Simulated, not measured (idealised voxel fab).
process module | voxel lift off
cross-section cut | 270 nm wide | cells 5 nm
A cross-section is a grid of square cells, given in bands from the top down. A band is one or more rows of cells.
Each band's line starts with the height of the band's top and of its bottom, in nm. Then come its materials from left to right, each with its width in nm. One material with "throughout" fills the band from edge to edge. "air" is empty space.
Height 0 is the level under which the wafer as received is all one material. The lowest band goes on downwards, as in "0 down".
A width such as "30 to 40" changes by the same amount from each row of cells to the next, from the band's top row to its bottom row.
"no change" after a step means that no cell of the cross-section changed.
closed voids: empty space of 8 cells or more with no open way to the top, each as width x height at its distance from the left edge, in nm
after a step's settings: what the simulator itself notes on the step
overlay nm, on a step with a mask: how far to the right of its planned place the mask lay; to the left if negative
plan
1 op RECEIVE | material Si
2 op CONFORMAL_DEP | material SiO2 | thk nm 5
3 op PATTERN | tone open | mask id LINES | material resist | width nm 25 | pitch nm 50 | thk nm 30 | overlay nm 0
4 op DIRECTIONAL_DEP | material Ru | thk nm 15
5 op STRIP | etch materials resist
6 op CONFORMAL_DEP | material SiO2 | thk nm 10
as received, after step 1
  0 down: Si throughout
  closed voids: none
a wafer at the end: this start, this plan, one mistake
  30 to 20: air 40 | SiO2 35 | air 15 | SiO2 35 | air 15 | SiO2 35 | air 15 | SiO2 35 | air 45
  20 to 15: air 40 | SiO2 10 | Ru 15 | SiO2 10 | air 15 | SiO2 10 | Ru 15 | SiO2 10 | air 15 | SiO2 10 | Ru 15 | SiO2 10 | air 15 | SiO2 10 | Ru 15 | SiO2 10 | air 45
  15 to 5: SiO2 50 | Ru 15 | SiO2 35 | Ru 15 | SiO2 35 | Ru 15 | SiO2 35 | Ru 15 | SiO2 55
  5 to 0: SiO2 throughout
  0 down: Si throughout
  closed voids: none
what went wrong: step 3 ran as: op PATTERN | tone open | mask id LINES | material resist | width nm 15 | pitch nm 50 | thk nm 30 | overlay nm 0
